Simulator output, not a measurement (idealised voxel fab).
process module | voxel transistor to metal
cross-section cut | 285 nm wide | cells 5 nm
A cross-section is a grid of square cells, given in bands from the top down. A band is one or more rows of cells.
Each band's line starts with the height of the band's top and of its bottom, in nm. Then come its materials from left to right, each with its width in nm. One material with "throughout" fills the band from edge to edge. "air" is empty space.
Height 0 is the level under which the wafer as received is all one material. The lowest band goes on downwards, as in "0 down".
A width such as "30 to 40" changes by the same amount from each row of cells to the next, from the band's top row to its bottom row.
"no change" after a step means that no cell of the cross-section changed.
closed voids: empty space of 8 cells or more with no open way to the top, each as width x height at its distance from the left edge, in nm
after a step's settings: what the simulator itself notes on the step
overlay nm, on a step with a mask: how far to the right of its planned place the mask lay; to the left if negative
plan
1 op RECEIVE | material Si
2 op CONFORMAL_DEP | material SiO2 | thk nm 5
3 op CONFORMAL_DEP | material SiN | thk nm 10
4 op MASKED_ETCH | tone cover | mask id ACTIVE | width nm 95 | pitch nm 125 | etch materials SiN | depth nm 10 | overlay nm 0
5 op MASKED_ETCH | tone cover | mask id ACTIVE | width nm 95 | pitch nm 125 | etch materials SiO2 | depth nm 5 | overlay nm 0
6 op MASKED_ETCH | tone cover | mask id ACTIVE | width nm 95 | pitch nm 125 | etch materials Si | depth nm 35 | overlay nm 0
7 op FILL_DEP | material SiO2 | thk nm 10
8 op CMP | height nm 15
9 op SELECTIVE_ETCH | etch materials SiO2 | depth nm 5
10 op STRIP | etch materials SiN
11 op SELECTIVE_ETCH | etch materials SiO2 | depth nm 5
12 op OXIDIZE | depth nm 5
13 op DIRECTIONAL_DEP | material polySi | thk nm 20
14 op DIRECTIONAL_DEP | material SiCN | thk nm 10
15 op PATTERN | tone cover | mask id GATE | material resist | width nm 25 | pitch nm 125 | thk nm 20 | overlay nm 0
16 op DIRECTIONAL_ETCH | etch materials SiCN | depth nm 20
17 op DIRECTIONAL_ETCH | etch materials polySi | depth nm 30
18 op STRIP | etch materials resist
19 op CONFORMAL_DEP | material SiN | thk nm 10
20 op DIRECTIONAL_ETCH | etch materials SiN | depth nm 10
21 op DIRECTIONAL_ETCH | etch materials SiO2 | depth nm 5
22 op DIRECTIONAL_ETCH | etch materials Si | depth nm 5
23 op EPI | material SiGe | thk nm 10
24 op FILL_DEP | material SiO2 | thk nm 5
25 op CMP | height nm 30
26 op DIRECTIONAL_DEP | material SiO2 | thk nm 10
27 op MASKED_ETCH | tone open | mask id CONTACT | width nm 15 | etch materials SiO2 | depth nm 35 | overlay nm 0
28 op CONFORMAL_DEP | material TiN | thk nm 5
29 op FILL_DEP | material Ru | thk nm 5
30 op CMP | height nm 40
31 op DIRECTIONAL_DEP | material TiN | thk nm 5
32 op DIRECTIONAL_DEP | material Ru | thk nm 25
33 op MASKED_ETCH | tone cover | mask id METAL_1 | width nm 15 | etch materials Ru | depth nm 25 | overlay nm 0
34 op MASKED_ETCH | tone cover | mask id METAL_1 | width nm 15 | etch materials TiN | depth nm 5 | overlay nm -15
35 op FILL_DEP | material lowk | thk nm 10
36 op CMP | height nm 70
37 op CONFORMAL_DEP | material SiN | thk nm 5
varied across the wafers: overlay nm of step 34. The plan shows the first wafer's value. All wafers start alike
first wafer as received, after step 1
  0 down: Si throughout
  closed voids: none
first wafer at the end, after step 37
  75 to 70: SiN throughout
  70 to 45: lowk 35 | Ru 15 | lowk 55 | Ru 15 | lowk 40 | Ru 15 | lowk 55 | Ru 15 | lowk 40
  45 to 40: lowk 20 | TiN 30 | lowk 40 | TiN 30 | lowk 25 | TiN 30 | lowk 40 | TiN 30 | lowk 40
  40 to 30: SiO2 35 | TiN 5 | Ru 5 | TiN 5 | SiO2 55 | TiN 5 | Ru 5 | TiN 5 | SiO2 40 | TiN 5 | Ru 5 | TiN 5 | SiO2 55 | TiN 5 | Ru 5 | TiN 5 | SiO2 40
  30 to 20: SiO2 35 | TiN 5 | Ru 5 | TiN 5 | SiO2 5 | SiN 10 | SiCN 25 | SiN 10 | SiO2 5 | TiN 5 | Ru 5 | TiN 5 | SiO2 40 | TiN 5 | Ru 5 | TiN 5 | SiO2 5 | SiN 10 | SiCN 25 | SiN 10 | SiO2 5 | TiN 5 | Ru 5 | TiN 5 | SiO2 40
  20 to 10: SiO2 35 | TiN 5 | Ru 5 | TiN 5 | SiO2 5 | SiN 10 | polySi 25 | SiN 10 | SiO2 5 | TiN 5 | Ru 5 | TiN 5 | SiO2 40 | TiN 5 | Ru 5 | TiN 5 | SiO2 5 | SiN 10 | polySi 25 | SiN 10 | SiO2 5 | TiN 5 | Ru 5 | TiN 5 | SiO2 40
  10 to 5: SiO2 35 | TiN 15 | SiO2 5 | SiN 10 | polySi 25 | SiN 10 | SiO2 5 | TiN 15 | SiO2 40 | TiN 15 | SiO2 5 | SiN 10 | polySi 25 | SiN 10 | SiO2 5 | TiN 15 | SiO2 40
  5 to 0: SiO2 25 | SiN 10 | SiGe 20 | SiN 10 | polySi 25 | SiN 10 | SiGe 20 | SiN 10 | SiO2 20 | SiN 10 | SiGe 20 | SiN 10 | polySi 25 | SiN 10 | SiGe 20 | SiN 10 | SiO2 30
  0 to -5: SiO2 35 | SiGe 20 | SiO2 45 | SiGe 20 | SiO2 40 | SiGe 20 | SiO2 45 | SiGe 20 | SiO2 40
  -5 to -10: SiO2 30 | Si 5 | SiGe 20 | Si 45 | SiGe 20 | Si 5 | SiO2 30 | Si 5 | SiGe 20 | Si 45 | SiGe 20 | Si 5 | SiO2 35
  -10 to -35: SiO2 30 | Si 95 | SiO2 30 | Si 95 | SiO2 35
  -35 down: Si throughout
  closed voids: none
last wafer at the end
  75 to 70: SiN throughout
  70 to 45: lowk 35 | Ru 15 | lowk 55 | Ru 15 | lowk 40 | Ru 15 | lowk 55 | Ru 15 | lowk 40
  45 to 40: lowk 35 | TiN 30 | lowk 40 | TiN 30 | lowk 25 | TiN 30 | lowk 40 | TiN 30 | lowk 25
  40 to 30: SiO2 35 | TiN 5 | Ru 5 | TiN 5 | SiO2 55 | TiN 5 | Ru 5 | TiN 5 | SiO2 40 | TiN 5 | Ru 5 | TiN 5 | SiO2 55 | TiN 5 | Ru 5 | TiN 5 | SiO2 40
  30 to 20: SiO2 35 | TiN 5 | Ru 5 | TiN 5 | SiO2 5 | SiN 10 | SiCN 25 | SiN 10 | SiO2 5 | TiN 5 | Ru 5 | TiN 5 | SiO2 40 | TiN 5 | Ru 5 | TiN 5 | SiO2 5 | SiN 10 | SiCN 25 | SiN 10 | SiO2 5 | TiN 5 | Ru 5 | TiN 5 | SiO2 40
  20 to 10: SiO2 35 | TiN 5 | Ru 5 | TiN 5 | SiO2 5 | SiN 10 | polySi 25 | SiN 10 | SiO2 5 | TiN 5 | Ru 5 | TiN 5 | SiO2 40 | TiN 5 | Ru 5 | TiN 5 | SiO2 5 | SiN 10 | polySi 25 | SiN 10 | SiO2 5 | TiN 5 | Ru 5 | TiN 5 | SiO2 40
  10 to 5: SiO2 35 | TiN 15 | SiO2 5 | SiN 10 | polySi 25 | SiN 10 | SiO2 5 | TiN 15 | SiO2 40 | TiN 15 | SiO2 5 | SiN 10 | polySi 25 | SiN 10 | SiO2 5 | TiN 15 | SiO2 40
  5 to 0: SiO2 25 | SiN 10 | SiGe 20 | SiN 10 | polySi 25 | SiN 10 | SiGe 20 | SiN 10 | SiO2 20 | SiN 10 | SiGe 20 | SiN 10 | polySi 25 | SiN 10 | SiGe 20 | SiN 10 | SiO2 30
  0 to -5: SiO2 35 | SiGe 20 | SiO2 45 | SiGe 20 | SiO2 40 | SiGe 20 | SiO2 45 | SiGe 20 | SiO2 40
  -5 to -10: SiO2 30 | Si 5 | SiGe 20 | Si 45 | SiGe 20 | Si 5 | SiO2 30 | Si 5 | SiGe 20 | Si 45 | SiGe 20 | Si 5 | SiO2 35
  -10 to -35: SiO2 30 | Si 95 | SiO2 30 | Si 95 | SiO2 35
  -35 down: Si throughout
  closed voids: none
each wafer at the end: cells of each material gained (+) or lost (-) since it was received, then its closed voids
overlay nm -15 | +84 Ru | -187 Si | +20 SiCN | +48 SiGe | +113 SiN | +395 SiO2 | +84 TiN | +258 lowk | +40 polySi | closed voids: none
overlay nm -10 | +84 Ru | -187 Si | +20 SiCN | +48 SiGe | +113 SiN | +395 SiO2 | +80 TiN | +262 lowk | +40 polySi | closed voids: none
overlay nm -5 | +84 Ru | -187 Si | +20 SiCN | +48 SiGe | +113 SiN | +395 SiO2 | +76 TiN | +266 lowk | +40 polySi | closed voids: none
overlay nm 0 | +84 Ru | -187 Si | +20 SiCN | +48 SiGe | +113 SiN | +395 SiO2 | +72 TiN | +270 lowk | +40 polySi | closed voids: none
overlay nm 5 | +84 Ru | -187 Si | +20 SiCN | +48 SiGe | +113 SiN | +395 SiO2 | +76 TiN | +266 lowk | +40 polySi | closed voids: none
overlay nm 10 | +84 Ru | -187 Si | +20 SiCN | +48 SiGe | +113 SiN | +395 SiO2 | +80 TiN | +262 lowk | +40 polySi | closed voids: none
overlay nm 15 | +84 Ru | -187 Si | +20 SiCN | +48 SiGe | +113 SiN | +395 SiO2 | +84 TiN | +258 lowk | +40 polySi | closed voids: none
